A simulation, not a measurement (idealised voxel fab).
process module | voxel ribs on slabs
cross-section cut | 300 nm wide | cells 5 nm
A cross-section is a grid of square cells, given in bands from the top down. A band is one or more rows of cells.
Each band's line starts with the height of the band's top and of its bottom, in nm. Then come its materials from left to right, each with its width in nm. One material with "throughout" fills the band from edge to edge. "air" is empty space.
Height 0 is the level under which the wafer as received is all one material. The lowest band goes on downwards, as in "0 down".
A width such as "30 to 40" changes by the same amount from each row of cells to the next, from the band's top row to its bottom row.
"no change" after a step means that no cell of the cross-section changed.
closed voids: empty space of 8 cells or more with no open way to the top, each as width x height at its distance from the left edge, in nm
after a step's settings: what the simulator itself notes on the step
overlay nm, on a step with a mask: how far to the right of its planned place the mask lay; to the left if negative
plan
1 op RECEIVE | material Si
2 op DIRECTIONAL_DEP | material SiO2 | thk nm 25
3 op DIRECTIONAL_DEP | material polySi | thk nm 20
4 op PATTERN | tone cover | mask id RIB | material resist | width nm 30 | thk nm 15 | overlay nm 0
5 op DIRECTIONAL_ETCH | etch materials polySi | depth nm 15
6 op STRIP | etch materials resist
7 op PATTERN | tone cover | mask id SLAB | material resist | width nm 90 | thk nm 20 | overlay nm 0
8 op DIRECTIONAL_ETCH | etch materials polySi | depth nm 5
9 op STRIP | etch materials resist
10 op FILL_DEP | material SiO2 | thk nm 20
11 op CMP | height nm 60
12 op DIRECTIONAL_DEP | material W | thk nm 5
13 op PATTERN | tone cover | mask id HEATER | material resist | width nm 40 | thk nm 20 | overlay nm 0
14 op DIRECTIONAL_ETCH | etch materials W | depth nm 5
15 op STRIP | etch materials resist
16 op CONFORMAL_DEP | material SiN | thk nm 5
as received, after step 1
  0 down: Si throughout
  closed voids: none
first wafer at the end, as planned
  70 to 65: air 125 | SiN 50 | air 125
  65 to 60: SiN 130 | W 40 | SiN 130
  60 to 45: SiO2 throughout
  45 to 30: SiO2 135 | polySi 30 | SiO2 135
  30 to 25: SiO2 105 | polySi 90 | SiO2 105
  25 to 0: SiO2 throughout
  0 down: Si throughout
  closed voids: none
second wafer at the end: like start, like plan, one mistake
  70 to 65: air 125 | SiN 50 | air 125
  65 to 60: SiN 130 | W 40 | SiN 130
  60 to 50: SiO2 135 | polySi 30 | SiO2 135
  50 to 45: SiO2 105 | polySi 90 | SiO2 105
  45 to 25: polySi throughout
  25 to 0: SiO2 throughout
  0 down: Si throughout
  closed voids: none
what went wrong: step 3 was run twice
at the end the second wafer has, in cells: 234 fewer of SiO2 | 234 more of polySi
